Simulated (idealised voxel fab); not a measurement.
Process module, titled voxel transistor to metal
Cross-section cut spans 285 nm and uses square cells 5 nm in size.
Heads up, the way a cross-section reads in here is a grid of square cells, handed over as bands from the top down, with every band being one or more rows of cells. Band entry format. Leading values: height of top, height of bottom, nm. Remainder: materials in left-to-right order, each with its width in nm. Special words: "full width" on a single material, which then fills the band edge to edge; "empty", empty space. Heights are reckoned from 0. Under this level, the received wafer is all of one material. The bottommost band is open-ended downward, for example "0 and below". The width entry "30..40" should be interpreted row by row: the top row of cells in the band takes the first number, the bottom row takes the second number, and the change between adjacent rows is uniform throughout. When a step is marked "nothing different", none of the cells in the cross-section changed during that step. In "Listed closed voids" the enclosed voids are listed, meaning empty spaces of 8 cells or larger without any opening to the top. The form is width x height at distance, distance from the left edge, units nm. If you see something after the settings on a step's line, that's the simulator's own remark about that step. When a step includes a mask, the "overlay nm" setting on its line states how far to the right of its planned place that mask lay, and negative values state how far to the left. In what follows, pairs of cross-sections are presented, each taken before and after one process step, with the after cross-section shown only down to the lowest band that was altered; the step, together with its settings, is stated below the pair. The pairs may stem from different runs of this module on the same starting wafer; accordingly, a pair should be taken as continuing from the one above it solely where its entry headed "Prior state" indicates as much.

## Prior state
* 15 down to 10  SiO2 full width
* 10 down to 5  SiO2 50 nm  SiN 10 nm  HfO2 5 nm  TiN 5 nm  W 5 nm  TiN 5 nm  HfO2 5 nm  SiN 10 nm  SiO2 95 nm  SiN 10 nm  HfO2 5 nm  TiN 5 nm  W 5 nm  TiN 5 nm  HfO2 5 nm  SiN 10 nm  SiO2 50 nm
* 5 down to 0  SiO2 10 nm  SiN 10 nm  SiO2 15 nm  SiGe 15 nm  SiN 10 nm  HfO2 5 nm  TiN 5 nm  W 5 nm  TiN 5 nm  HfO2 5 nm  SiN 10 nm  SiGe 15 nm  SiO2 15 nm  SiN 10 nm  SiO2 15 nm  SiN 10 nm  SiO2 15 nm  SiGe 15 nm  SiN 10 nm  HfO2 5 nm  TiN 5 nm  W 5 nm  TiN 5 nm  HfO2 5 nm  SiN 10 nm  SiGe 15 nm  SiO2 15 nm  SiN 10 nm  SiO2 10 nm
* 0 down to -5  SiO2 10 nm  SiN 10 nm  SiO2 15 nm  SiGe 15 nm  SiN 10 nm  HfO2 5 nm  TiN 15 nm  HfO2 5 nm  SiN 10 nm  SiGe 15 nm  SiO2 15 nm  SiN 10 nm  SiO2 15 nm  SiN 10 nm  SiO2 15 nm  SiGe 15 nm  SiN 10 nm  HfO2 5 nm  TiN 15 nm  HfO2 5 nm  SiN 10 nm  SiGe 15 nm  SiO2 15 nm  SiN 10 nm  SiO2 10 nm
* -5 down to -10  SiO2 35 nm  SiGe 15 nm  SiO2 5 nm  HfO2 35 nm  SiO2 5 nm  SiGe 15 nm  SiO2 65 nm  SiGe 15 nm  SiO2 5 nm  HfO2 35 nm  SiO2 5 nm  SiGe 15 nm  SiO2 35 nm
* -10 down to -25  SiO2 20 nm  SiGe 30 nm  Si 45 nm  SiGe 30 nm  SiO2 35 nm  SiGe 30 nm  Si 45 nm  SiGe 30 nm  SiO2 20 nm
* -25 down to -40  SiO2 20 nm  Si 105 nm  SiO2 35 nm  Si 105 nm  SiO2 20 nm
* -40 and below  Si full width
* Listed closed voids: none

## Post-Step Appearance
* 15 down to 10  SiO2 20 nm  empty 20 nm  SiO2 65 nm  empty 20 nm  SiO2 35 nm  empty 20 nm  SiO2 65 nm  empty 20 nm  SiO2 20 nm
* 10 down to 5  SiO2 20 nm  empty 20 nm  SiO2 10 nm  SiN 10 nm  HfO2 5 nm  TiN 5 nm  W 5 nm  TiN 5 nm  HfO2 5 nm  SiN 10 nm  SiO2 10 nm  empty 20 nm  SiO2 35 nm  empty 20 nm  SiO2 10 nm  SiN 10 nm  HfO2 5 nm  TiN 5 nm  W 5 nm  TiN 5 nm  HfO2 5 nm  SiN 10 nm  SiO2 10 nm  empty 20 nm  SiO2 20 nm
* 5 down to 0  SiO2 10 nm  SiN 10 nm  empty 15 nm  SiGe 15 nm  SiN 10 nm  HfO2 5 nm  TiN 5 nm  W 5 nm  TiN 5 nm  HfO2 5 nm  SiN 10 nm  SiGe 15 nm  empty 15 nm  SiN 10 nm  SiO2 15 nm  SiN 10 nm  empty 15 nm  SiGe 15 nm  SiN 10 nm  HfO2 5 nm  TiN 5 nm  W 5 nm  TiN 5 nm  HfO2 5 nm  SiN 10 nm  SiGe 15 nm  empty 15 nm  SiN 10 nm  SiO2 10 nm
* 0 down to -5  SiO2 10 nm  SiN 10 nm  empty 15 nm  SiGe 15 nm  SiN 10 nm  HfO2 5 nm  TiN 15 nm  HfO2 5 nm  SiN 10 nm  SiGe 15 nm  empty 15 nm  SiN 10 nm  SiO2 15 nm  SiN 10 nm  empty 15 nm  SiGe 15 nm  SiN 10 nm  HfO2 5 nm  TiN 15 nm  HfO2 5 nm  SiN 10 nm  SiGe 15 nm  empty 15 nm  SiN 10 nm  SiO2 10 nm
* -5 down to -10  SiO2 20 nm  empty 15 nm  SiGe 15 nm  SiO2 5 nm  HfO2 35 nm  SiO2 5 nm  SiGe 15 nm  empty 15 nm  SiO2 35 nm  empty 15 nm  SiGe 15 nm  SiO2 5 nm  HfO2 35 nm  SiO2 5 nm  SiGe 15 nm  empty 15 nm  SiO2 20 nm
* Under -10: no change, same as before.
* Listed closed voids: none
Between the two cross-sections shown above lies MASKED_ETCH, tone open, mask id CONTACT, width nm 20, etch materials SiO2, depth nm 35, overlay nm 0

Prior state: as in the pair right above, post-step view.

## Post-Step Appearance
* 20 down to 15  TiN 25 nm  empty 10 nm  TiN 75 nm  empty 10 nm  TiN 45 nm  empty 10 nm  TiN 75 nm  empty 10 nm  TiN 25 nm
* 15 down to 10  SiO2 20 nm  TiN 5 nm  empty 10 nm  TiN 5 nm  SiO2 65 nm  TiN 5 nm  empty 10 nm  TiN 5 nm  SiO2 35 nm  TiN 5 nm  empty 10 nm  TiN 5 nm  SiO2 65 nm  TiN 5 nm  empty 10 nm  TiN 5 nm  SiO2 20 nm
* 10 down to 5  SiO2 20 nm  TiN 5 nm  empty 5 nm  TiN 10 nm  SiO2 10 nm  SiN 10 nm  HfO2 5 nm  TiN 5 nm  W 5 nm  TiN 5 nm  HfO2 5 nm  SiN 10 nm  SiO2 10 nm  TiN 10 nm  empty 5 nm  TiN 5 nm  SiO2 35 nm  TiN 5 nm  empty 5 nm  TiN 10 nm  SiO2 10 nm  SiN 10 nm  HfO2 5 nm  TiN 5 nm  W 5 nm  TiN 5 nm  HfO2 5 nm  SiN 10 nm  SiO2 10 nm  TiN 10 nm  empty 5 nm  TiN 5 nm  SiO2 20 nm
* 5 down to 0  SiO2 10 nm  SiN 10 nm  TiN 5 nm  empty 5 nm  TiN 5 nm  SiGe 15 nm  SiN 10 nm  HfO2 5 nm  TiN 5 nm  W 5 nm  TiN 5 nm  HfO2 5 nm  SiN 10 nm  SiGe 15 nm  TiN 5 nm  empty 5 nm  TiN 5 nm  SiN 10 nm  SiO2 15 nm  SiN 10 nm  TiN 5 nm  empty 5 nm  TiN 5 nm  SiGe 15 nm  SiN 10 nm  HfO2 5 nm  TiN 5 nm  W 5 nm  TiN 5 nm  HfO2 5 nm  SiN 10 nm  SiGe 15 nm  TiN 5 nm  empty 5 nm  TiN 5 nm  SiN 10 nm  SiO2 10 nm
* 0 down to -5  SiO2 10 nm  SiN 10 nm  TiN 5 nm  empty 5 nm  TiN 5 nm  SiGe 15 nm  SiN 10 nm  HfO2 5 nm  TiN 15 nm  HfO2 5 nm  SiN 10 nm  SiGe 15 nm  TiN 5 nm  empty 5 nm  TiN 5 nm  SiN 10 nm  SiO2 15 nm  SiN 10 nm  TiN 5 nm  empty 5 nm  TiN 5 nm  SiGe 15 nm  SiN 10 nm  HfO2 5 nm  TiN 15 nm  HfO2 5 nm  SiN 10 nm  SiGe 15 nm  TiN 5 nm  empty 5 nm  TiN 5 nm  SiN 10 nm  SiO2 10 nm
* -5 down to -10  SiO2 20 nm  TiN 15 nm  SiGe 15 nm  SiO2 5 nm  HfO2 35 nm  SiO2 5 nm  SiGe 15 nm  TiN 15 nm  SiO2 35 nm  TiN 15 nm  SiGe 15 nm  SiO2 5 nm  HfO2 35 nm  SiO2 5 nm  SiGe 15 nm  TiN 15 nm  SiO2 20 nm
* Under -10: no change, same as before.
* Listed closed voids: none
Between the two cross-sections shown above lies CONFORMAL_DEP, material TiN, thk nm 5

Prior state: as in the pair right above, post-step view.

## Post-Step Appearance
* 25 down to 20  Ru full width
* 20 down to 15  TiN 25 nm  Ru 10 nm  TiN 75 nm  Ru 10 nm  TiN 45 nm  Ru 10 nm  TiN 75 nm  Ru 10 nm  TiN 25 nm
* 15 down to 10  SiO2 20 nm  TiN 5 nm  Ru 10 nm  TiN 5 nm  SiO2 65 nm  TiN 5 nm  Ru 10 nm  TiN 5 nm  SiO2 35 nm  TiN 5 nm  Ru 10 nm  TiN 5 nm  SiO2 65 nm  TiN 5 nm  Ru 10 nm  TiN 5 nm  SiO2 20 nm
* 10 down to 5  SiO2 20 nm  TiN 5 nm  Ru 5 nm  TiN 10 nm  SiO2 10 nm  SiN 10 nm  HfO2 5 nm  TiN 5 nm  W 5 nm  TiN 5 nm  HfO2 5 nm  SiN 10 nm  SiO2 10 nm  TiN 10 nm  Ru 5 nm  TiN 5 nm  SiO2 35 nm  TiN 5 nm  Ru 5 nm  TiN 10 nm  SiO2 10 nm  SiN 10 nm  HfO2 5 nm  TiN 5 nm  W 5 nm  TiN 5 nm  HfO2 5 nm  SiN 10 nm  SiO2 10 nm  TiN 10 nm  Ru 5 nm  TiN 5 nm  SiO2 20 nm
* 5 down to 0  SiO2 10 nm  SiN 10 nm  TiN 5 nm  Ru 5 nm  TiN 5 nm  SiGe 15 nm  SiN 10 nm  HfO2 5 nm  TiN 5 nm  W 5 nm  TiN 5 nm  HfO2 5 nm  SiN 10 nm  SiGe 15 nm  TiN 5 nm  Ru 5 nm  TiN 5 nm  SiN 10 nm  SiO2 15 nm  SiN 10 nm  TiN 5 nm  Ru 5 nm  TiN 5 nm  SiGe 15 nm  SiN 10 nm  HfO2 5 nm  TiN 5 nm  W 5 nm  TiN 5 nm  HfO2 5 nm  SiN 10 nm  SiGe 15 nm  TiN 5 nm  Ru 5 nm  TiN 5 nm  SiN 10 nm  SiO2 10 nm
* 0 down to -5  SiO2 10 nm  SiN 10 nm  TiN 5 nm  Ru 5 nm  TiN 5 nm  SiGe 15 nm  SiN 10 nm  HfO2 5 nm  TiN 15 nm  HfO2 5 nm  SiN 10 nm  SiGe 15 nm  TiN 5 nm  Ru 5 nm  TiN 5 nm  SiN 10 nm  SiO2 15 nm  SiN 10 nm  TiN 5 nm  Ru 5 nm  TiN 5 nm  SiGe 15 nm  SiN 10 nm  HfO2 5 nm  TiN 15 nm  HfO2 5 nm  SiN 10 nm  SiGe 15 nm  TiN 5 nm  Ru 5 nm  TiN 5 nm  SiN 10 nm  SiO2 10 nm
* Under -5: no change, same as before.
* Listed closed voids: none
Between the two cross-sections shown above lies FILL_DEP, material Ru, thk nm 5

Prior state: as in the pair right above, post-step view.

## Post-Step Appearance
* 30 down to 25  SiCN full width
* Under 25: no change, same as before.
* Listed closed voids: none
Between the two cross-sections shown above lies CONFORMAL_DEP, material SiCN, thk nm 5

Prior state: as in the pair right above, post-step view.

## Post-Step Appearance
* 55 down to 30  SiO2 full width
* Under 30: no change, same as before.
* Listed closed voids: none
Between the two cross-sections shown above lies DIRECTIONAL_DEP, material SiO2, thk nm 25

Prior state: as in the pair right above, post-step view.

## Post-Step Appearance
* 65 down to 55  aC full width
* Under 55: no change, same as before.
* Listed closed voids: none
Between the two cross-sections shown above lies DIRECTIONAL_DEP, material aC, thk nm 10

Prior state: as in the pair right above, post-step view.

## Post-Step Appearance
* 95 down to 65  resist 20 nm  empty 20 nm  resist 65 nm  empty 20 nm  resist 35 nm  empty 20 nm  resist 65 nm  empty 20 nm  resist 20 nm
* Under 65: no change, same as before.
* Listed closed voids: none
Between the two cross-sections shown above lies PATTERN, tone open, mask id METAL_1, material resist, width nm 20, thk nm 30, overlay nm 0

Prior state: as in the pair right above, post-step view.

## Post-Step Appearance
* 85 down to 65  resist 20 nm  empty 20 nm  resist 65 nm  empty 20 nm  resist 35 nm  empty 20 nm  resist 65 nm  empty 20 nm  resist 20 nm
* 65 down to 55  aC 20 nm  empty 20 nm  aC 65 nm  empty 20 nm  aC 35 nm  empty 20 nm  aC 65 nm  empty 20 nm  aC 20 nm
* Under 55: no change, same as before.
* Listed closed voids: none
Between the two cross-sections shown above lies DIRECTIONAL_ETCH, etch materials aC, depth nm 10

Prior state: as in the pair right above, post-step view.

## Post-Step Appearance
* 65 down to 55  aC 20 nm  empty 20 nm  aC 65 nm  empty 20 nm  aC 35 nm  empty 20 nm  aC 65 nm  empty 20 nm  aC 20 nm
* Under 55: no change, same as before.
* Listed closed voids: none
Between the two cross-sections shown above lies STRIP, etch materials resist

Prior state: as in the pair right above, post-step view.

## Post-Step Appearance
* 65 down to 55  aC 20 nm  empty 20 nm  aC 65 nm  empty 20 nm  aC 35 nm  empty 20 nm  aC 65 nm  empty 20 nm  aC 20 nm
* 55 down to 30  SiO2 20 nm  empty 20 nm  SiO2 65 nm  empty 20 nm  SiO2 35 nm  empty 20 nm  SiO2 65 nm  empty 20 nm  SiO2 20 nm
* Under 30: no change, same as before.
* Listed closed voids: none
Between the two cross-sections shown above lies DIRECTIONAL_ETCH, etch materials SiO2, depth nm 25

Prior state: as in the pair right above, post-step view.

## Post-Step Appearance
* 65 down to 55  aC 20 nm  empty 20 nm  aC 65 nm  empty 20 nm  aC 35 nm  empty 20 nm  aC 65 nm  empty 20 nm  aC 20 nm
* 55 down to 30  SiO2 20 nm  empty 20 nm  SiO2 65 nm  empty 20 nm  SiO2 35 nm  empty 20 nm  SiO2 65 nm  empty 20 nm  SiO2 20 nm
* 30 down to 25  SiCN 20 nm  empty 20 nm  SiCN 65 nm  empty 20 nm  SiCN 35 nm  empty 20 nm  SiCN 65 nm  empty 20 nm  SiCN 20 nm
* Under 25: no change, same as before.
* Listed closed voids: none
Between the two cross-sections shown above lies DIRECTIONAL_ETCH, etch materials SiCN, depth nm 5

Prior state: as in the pair right above, post-step view.

## Post-Step Appearance
* 55 down to 30  SiO2 20 nm  empty 20 nm  SiO2 65 nm  empty 20 nm  SiO2 35 nm  empty 20 nm  SiO2 65 nm  empty 20 nm  SiO2 20 nm
* Under 30: no change, same as before.
* Listed closed voids: none
Between the two cross-sections shown above lies STRIP, etch materials aC

Prior state: as in the pair right above, post-step view.

## Post-Step Appearance
* 60 down to 55  TiN 25 nm  empty 10 nm  TiN 75 nm  empty 10 nm  TiN 45 nm  empty 10 nm  TiN 75 nm  empty 10 nm  TiN 25 nm
* 55 down to 30  SiO2 20 nm  TiN 5 nm  empty 10 nm  TiN 5 nm  SiO2 65 nm  TiN 5 nm  empty 10 nm  TiN 5 nm  SiO2 35 nm  TiN 5 nm  empty 10 nm  TiN 5 nm  SiO2 65 nm  TiN 5 nm  empty 10 nm  TiN 5 nm  SiO2 20 nm
* 30 down to 25  SiCN 20 nm  TiN 20 nm  SiCN 65 nm  TiN 20 nm  SiCN 35 nm  TiN 20 nm  SiCN 65 nm  TiN 20 nm  SiCN 20 nm
* Under 25: no change, same as before.
* Listed closed voids: none
Between the two cross-sections shown above lies CONFORMAL_DEP, material TiN, thk nm 5

Prior state: as in the pair right above, post-step view.

## Post-Step Appearance
* 65 down to 60  W full width
* 60 down to 55  TiN 25 nm  W 10 nm  TiN 75 nm  W 10 nm  TiN 45 nm  W 10 nm  TiN 75 nm  W 10 nm  TiN 25 nm
* 55 down to 30  SiO2 20 nm  TiN 5 nm  W 10 nm  TiN 5 nm  SiO2 65 nm  TiN 5 nm  W 10 nm  TiN 5 nm  SiO2 35 nm  TiN 5 nm  W 10 nm  TiN 5 nm  SiO2 65 nm  TiN 5 nm  W 10 nm  TiN 5 nm  SiO2 20 nm
* Under 30: no change, same as before.
* Listed closed voids: none
Between the two cross-sections shown above lies FILL_DEP, material W, thk nm 5

Prior state: as in the pair right above, post-step view.

## Post-Step Appearance
* 55 down to 30  SiO2 20 nm  TiN 5 nm  W 10 nm  TiN 5 nm  SiO2 65 nm  TiN 5 nm  W 10 nm  TiN 5 nm  SiO2 35 nm  TiN 5 nm  W 10 nm  TiN 5 nm  SiO2 65 nm  TiN 5 nm  W 10 nm  TiN 5 nm  SiO2 20 nm
* Under 30: no change, same as before.
* Listed closed voids: none
Between the two cross-sections shown above lies CMP, height nm 55

Prior state: as in the pair right above, post-step view.

## Post-Step Appearance
* 60 down to 55  SiCN full width
* Under 55: no change, same as before.
* Listed closed voids: none
Between the two cross-sections shown above lies CONFORMAL_DEP, material SiCN, thk nm 5

Prior state: as in the pair right above, post-step view.

## Post-Step Appearance
* 85 down to 60  SiO2 full width
* Under 60: no change, same as before.
* Listed closed voids: none
Between the two cross-sections shown above lies DIRECTIONAL_DEP, material SiO2, thk nm 25

Prior state: as in the pair right above, post-step view.

## Post-Step Appearance
* 85 down to 60  SiO2 20 nm  empty 15 nm  SiO2 125 nm  empty 15 nm  SiO2 110 nm
* Under 60: no change, same as before.
* Listed closed voids: none
Between the two cross-sections shown above lies MASKED_ETCH, tone open, mask id METAL_2_HOLES, width nm 15, pitch nm 140, etch materials SiO2, depth nm 25, overlay nm 0

Prior state: as in the pair right above, post-step view.

## Post-Step Appearance
* 95 down to 85  aC 20 nm  empty 15 nm  aC 125 nm  empty 15 nm  aC 110 nm
* 85 down to 70  SiO2 20 nm  empty 15 nm  SiO2 125 nm  empty 15 nm  SiO2 110 nm
* 70 down to 60  SiO2 20 nm  aC 15 nm  SiO2 125 nm  aC 15 nm  SiO2 110 nm
* Under 60: no change, same as before.
* Listed closed voids: none
Between the two cross-sections shown above lies DIRECTIONAL_DEP, material aC, thk nm 10

Prior state: as in the pair right above, post-step view.

## Post-Step Appearance
* 120 down to 95  resist 20 nm  empty 20 nm  resist 120 nm  empty 20 nm  resist 105 nm
* Under 95: no change, same as before.
* Listed closed voids: none
Between the two cross-sections shown above lies PATTERN, tone open, mask id METAL_2, material resist, width nm 20, pitch nm 140, thk nm 25, overlay nm 0

Prior state: as in the pair right above, post-step view.

## Post-Step Appearance
* 110 down to 95  resist 20 nm  empty 20 nm  resist 120 nm  empty 20 nm  resist 105 nm
* 95 down to 85  aC 20 nm  empty 20 nm  aC 120 nm  empty 20 nm  aC 105 nm
* 85 down to 60  SiO2 20 nm  empty 15 nm  SiO2 125 nm  empty 15 nm  SiO2 110 nm
* Under 60: no change, same as before.
* Listed closed voids: none
Between the two cross-sections shown above lies DIRECTIONAL_ETCH, etch materials aC, depth nm 10

Prior state: as in the pair right above, post-step view.

## Post-Step Appearance
* 95 down to 85  aC 20 nm  empty 20 nm  aC 120 nm  empty 20 nm  aC 105 nm
* Under 85: no change, same as before.
* Listed closed voids: none
Between the two cross-sections shown above lies STRIP, etch materials resist

Prior state: as in the pair right above, post-step view.

## Post-Step Appearance
* 95 down to 85  aC 20 nm  empty 20 nm  aC 120 nm  empty 20 nm  aC 105 nm
* 85 down to 70  SiO2 20 nm  empty 20 nm  SiO2 120 nm  empty 20 nm  SiO2 105 nm
* Under 70: no change, same as before.
* Listed closed voids: none
Between the two cross-sections shown above lies DIRECTIONAL_ETCH, etch materials SiO2, depth nm 15

Prior state: as in the pair right above, post-step view.

## Post-Step Appearance
* 95 down to 85  aC 20 nm  empty 20 nm  aC 120 nm  empty 20 nm  aC 105 nm
* 85 down to 70  SiO2 20 nm  empty 20 nm  SiO2 120 nm  empty 20 nm  SiO2 105 nm
* 70 down to 60  SiO2 20 nm  empty 15 nm  SiO2 125 nm  empty 15 nm  SiO2 110 nm
* 60 down to 55  SiCN 20 nm  empty 15 nm  SiCN 125 nm  empty 15 nm  SiCN 110 nm
* Under 55: no change, same as before.
* Listed closed voids: none
Between the two cross-sections shown above lies DIRECTIONAL_ETCH, etch materials SiCN, depth nm 5

Prior state: as in the pair right above, post-step view.

## Post-Step Appearance
* 85 down to 70  SiO2 20 nm  empty 20 nm  SiO2 120 nm  empty 20 nm  SiO2 105 nm
* Under 70: no change, same as before.
* Listed closed voids: none
Between the two cross-sections shown above lies STRIP, etch materials aC

Prior state: as in the pair right above, post-step view.

## Post-Step Appearance
* 90 down to 85  TiN 25 nm  empty 10 nm  TiN 130 nm  empty 10 nm  TiN 110 nm
* 85 down to 75  SiO2 20 nm  TiN 5 nm  empty 10 nm  TiN 5 nm  SiO2 120 nm  TiN 5 nm  empty 10 nm  TiN 5 nm  SiO2 105 nm
* 75 down to 70  SiO2 20 nm  TiN 5 nm  empty 5 nm  TiN 10 nm  SiO2 120 nm  TiN 5 nm  empty 5 nm  TiN 10 nm  SiO2 105 nm
* 70 down to 60  SiO2 20 nm  TiN 5 nm  empty 5 nm  TiN 5 nm  SiO2 125 nm  TiN 5 nm  empty 5 nm  TiN 5 nm  SiO2 110 nm
* 60 down to 55  SiCN 20 nm  TiN 15 nm  SiCN 125 nm  TiN 15 nm  SiCN 110 nm
* Under 55: no change, same as before.
* Listed closed voids: none
Between the two cross-sections shown above lies CONFORMAL_DEP, material TiN, thk nm 5

Prior state: as in the pair right above, post-step view.

## Post-Step Appearance
* 95 down to 90  Cu full width
* 90 down to 85  TiN 25 nm  Cu 10 nm  TiN 130 nm  Cu 10 nm  TiN 110 nm
* 85 down to 75  SiO2 20 nm  TiN 5 nm  Cu 10 nm  TiN 5 nm  SiO2 120 nm  TiN 5 nm  Cu 10 nm  TiN 5 nm  SiO2 105 nm
* 75 down to 70  SiO2 20 nm  TiN 5 nm  Cu 5 nm  TiN 10 nm  SiO2 120 nm  TiN 5 nm  Cu 5 nm  TiN 10 nm  SiO2 105 nm
* 70 down to 60  SiO2 20 nm  TiN 5 nm  Cu 5 nm  TiN 5 nm  SiO2 125 nm  TiN 5 nm  Cu 5 nm  TiN 5 nm  SiO2 110 nm
* Under 60: no change, same as before.
* Listed closed voids: none
Between the two cross-sections shown above lies FILL_DEP, material Cu, thk nm 5

Prior state: as in the pair right above, post-step view.

## Post-Step Appearance
* 85 down to 75  SiO2 20 nm  TiN 5 nm  Cu 10 nm  TiN 5 nm  SiO2 120 nm  TiN 5 nm  Cu 10 nm  TiN 5 nm  SiO2 105 nm
* Under 75: no change, same as before.
* Listed closed voids: none
Between the two cross-sections shown above lies CMP, height nm 85

Prior state: as in the pair right above, post-step view.

## Post-Step Appearance
* 90 down to 85  SiCN full width
* Under 85: no change, same as before.
* Listed closed voids: none
Between the two cross-sections shown above lies CONFORMAL_DEP, material SiCN, thk nm 5

## Prior state
* 50 down to 40  aC 10 nm  empty 125 nm  aC 15 nm  empty 125 nm  aC 10 nm
* 40 down to 35  aC full width
* 35 down to 25  SiCN 10 nm  aC 125 nm  SiCN 15 nm  aC 125 nm  SiCN 10 nm
* 25 down to 15  polySi 10 nm  SiCN 125 nm  polySi 15 nm  SiCN 125 nm  polySi 10 nm
* 15 down to 5  polySi full width
* 5 down to -5  SiO2 10 nm  polySi 125 nm  SiO2 15 nm  polySi 125 nm  SiO2 10 nm
* -5 down to -10  SiO2 full width
* -10 down to -40  SiO2 20 nm  Si 105 nm  SiO2 35 nm  Si 105 nm  SiO2 20 nm
* -40 and below  Si full width
* Listed closed voids: none

## Post-Step Appearance
* 80 down to 50  empty 60 nm  resist 30 nm  empty 110 nm  resist 30 nm  empty 55 nm
* 50 down to 40  aC 10 nm  empty 50 nm  resist 30 nm  empty 45 nm  aC 15 nm  empty 50 nm  resist 30 nm  empty 45 nm  aC 10 nm
* Under 40: no change, same as before.
* Listed closed voids: none
Between the two cross-sections shown above lies PATTERN, tone cover, mask id GATE, material resist, width nm 30, pitch nm 140, thk nm 30, overlay nm 0

Prior state: as in the pair right above, post-step view.

## Post-Step Appearance
* 65 down to 40  empty 60 nm  resist 30 nm  empty 110 nm  resist 30 nm  empty 55 nm
* 40 down to 35  empty 60 nm  aC 30 nm  empty 110 nm  aC 30 nm  empty 55 nm
* 35 down to 25  SiCN 10 nm  empty 50 nm  aC 30 nm  empty 45 nm  SiCN 15 nm  empty 50 nm  aC 30 nm  empty 45 nm  SiCN 10 nm
* Under 25: no change, same as before.
* Listed closed voids: none
Between the two cross-sections shown above lies DIRECTIONAL_ETCH, etch materials aC, depth nm 15

Prior state: as in the pair right above, post-step view.

## Post-Step Appearance
* 40 down to 35  empty 60 nm  aC 30 nm  empty 110 nm  aC 30 nm  empty 55 nm
* Under 35: no change, same as before.
* Listed closed voids: none
Between the two cross-sections shown above lies STRIP, etch materials resist

Prior state: as in the pair right above, post-step view.

## Post-Step Appearance
* 40 down to 25  empty 60 nm  aC 30 nm  empty 110 nm  aC 30 nm  empty 55 nm
* 25 down to 15  polySi 10 nm  empty 50 nm  SiCN 30 nm  empty 45 nm  polySi 15 nm  empty 50 nm  SiCN 30 nm  empty 45 nm  polySi 10 nm
* Under 15: no change, same as before.
* Listed closed voids: none
Between the two cross-sections shown above lies DIRECTIONAL_ETCH, etch materials SiCN, depth nm 20

Prior state: as in the pair right above, post-step view.

## Post-Step Appearance
* 40 down to 25  empty 60 nm  aC 30 nm  empty 110 nm  aC 30 nm  empty 55 nm
* 25 down to 15  empty 60 nm  SiCN 30 nm  empty 110 nm  SiCN 30 nm  empty 55 nm
* 15 down to 5  empty 60 nm  polySi 30 nm  empty 110 nm  polySi 30 nm  empty 55 nm
* 5 down to -5  SiO2 10 nm  empty 50 nm  polySi 30 nm  empty 45 nm  SiO2 15 nm  empty 50 nm  polySi 30 nm  empty 45 nm  SiO2 10 nm
* Under -5: no change, same as before.
* Listed closed voids: none
Between the two cross-sections shown above lies DIRECTIONAL_ETCH, etch materials polySi, depth nm 30

Prior state: as in the pair right above, post-step view.

## Post-Step Appearance
* 25 down to 15  empty 60 nm  SiCN 30 nm  empty 110 nm  SiCN 30 nm  empty 55 nm
* Under 15: no change, same as before.
* Listed closed voids: none
Between the two cross-sections shown above lies STRIP, etch materials aC

Prior state: as in the pair right above, post-step view.

## Post-Step Appearance
* 35 down to 25  empty 50 nm  SiN 50 nm  empty 90 nm  SiN 50 nm  empty 45 nm
* 25 down to 15  empty 50 nm  SiN 10 nm  SiCN 30 nm  SiN 10 nm  empty 90 nm  SiN 10 nm  SiCN 30 nm  SiN 10 nm  empty 45 nm
* 15 down to 5  SiN 20 nm  empty 30 nm  SiN 10 nm  polySi 30 nm  SiN 10 nm  empty 25 nm  SiN 35 nm  empty 30 nm  SiN 10 nm  polySi 30 nm  SiN 10 nm  empty 25 nm  SiN 20 nm
* 5 down to -5  SiO2 10 nm  SiN 50 nm  polySi 30 nm  SiN 45 nm  SiO2 15 nm  SiN 50 nm  polySi 30 nm  SiN 45 nm  SiO2 10 nm
* Under -5: no change, same as before.
* Listed closed voids: none
Between the two cross-sections shown above lies CONFORMAL_DEP, material SiN, thk nm 10

Prior state: as in the pair right above, post-step view.

## Post-Step Appearance
* 25 down to 15  empty 50 nm  SiN 10 nm  SiCN 30 nm  SiN 10 nm  empty 90 nm  SiN 10 nm  SiCN 30 nm  SiN 10 nm  empty 45 nm
* 15 down to 5  empty 50 nm  SiN 10 nm  polySi 30 nm  SiN 10 nm  empty 90 nm  SiN 10 nm  polySi 30 nm  SiN 10 nm  empty 45 nm
* 5 down to -5  SiO2 10 nm  SiN 10 nm  empty 30 nm  SiN 10 nm  polySi 30 nm  SiN 10 nm  empty 25 nm  SiN 10 nm  SiO2 15 nm  SiN 10 nm  empty 30 nm  SiN 10 nm  polySi 30 nm  SiN 10 nm  empty 25 nm  SiN 10 nm  SiO2 10 nm
* Under -5: no change, same as before.
* Listed closed voids: none
Between the two cross-sections shown above lies DIRECTIONAL_ETCH, etch materials SiN, depth nm 10

Prior state: as in the pair right above, post-step view.

## Post-Step Appearance
* 25 down to 15  empty 50 nm  SiN 10 nm  SiCN 30 nm  SiN 10 nm  empty 90 nm  SiN 10 nm  SiCN 30 nm  SiN 10 nm  empty 45 nm
* 15 down to 5  empty 50 nm  SiN 10 nm  polySi 30 nm  SiN 10 nm  empty 90 nm  SiN 10 nm  polySi 30 nm  SiN 10 nm  empty 45 nm
* 5 down to 0  empty 10 nm  SiN 10 nm  empty 30 nm  SiN 10 nm  polySi 30 nm  SiN 10 nm  empty 25 nm  SiN 10 nm  empty 15 nm  SiN 10 nm  empty 30 nm  SiN 10 nm  polySi 30 nm  SiN 10 nm  empty 25 nm  SiN 10 nm  empty 10 nm
* 0 down to -5  SiO2 10 nm  SiN 10 nm  empty 30 nm  SiN 10 nm  polySi 30 nm  SiN 10 nm  empty 25 nm  SiN 10 nm  SiO2 15 nm  SiN 10 nm  empty 30 nm  SiN 10 nm  polySi 30 nm  SiN 10 nm  empty 25 nm  SiN 10 nm  SiO2 10 nm
* -5 down to -10  SiO2 20 nm  empty 30 nm  SiO2 50 nm  empty 25 nm  SiO2 35 nm  empty 30 nm  SiO2 50 nm  empty 25 nm  SiO2 20 nm
* Under -10: no change, same as before.
* Listed closed voids: none
Between the two cross-sections shown above lies DIRECTIONAL_ETCH, etch materials SiO2, depth nm 5
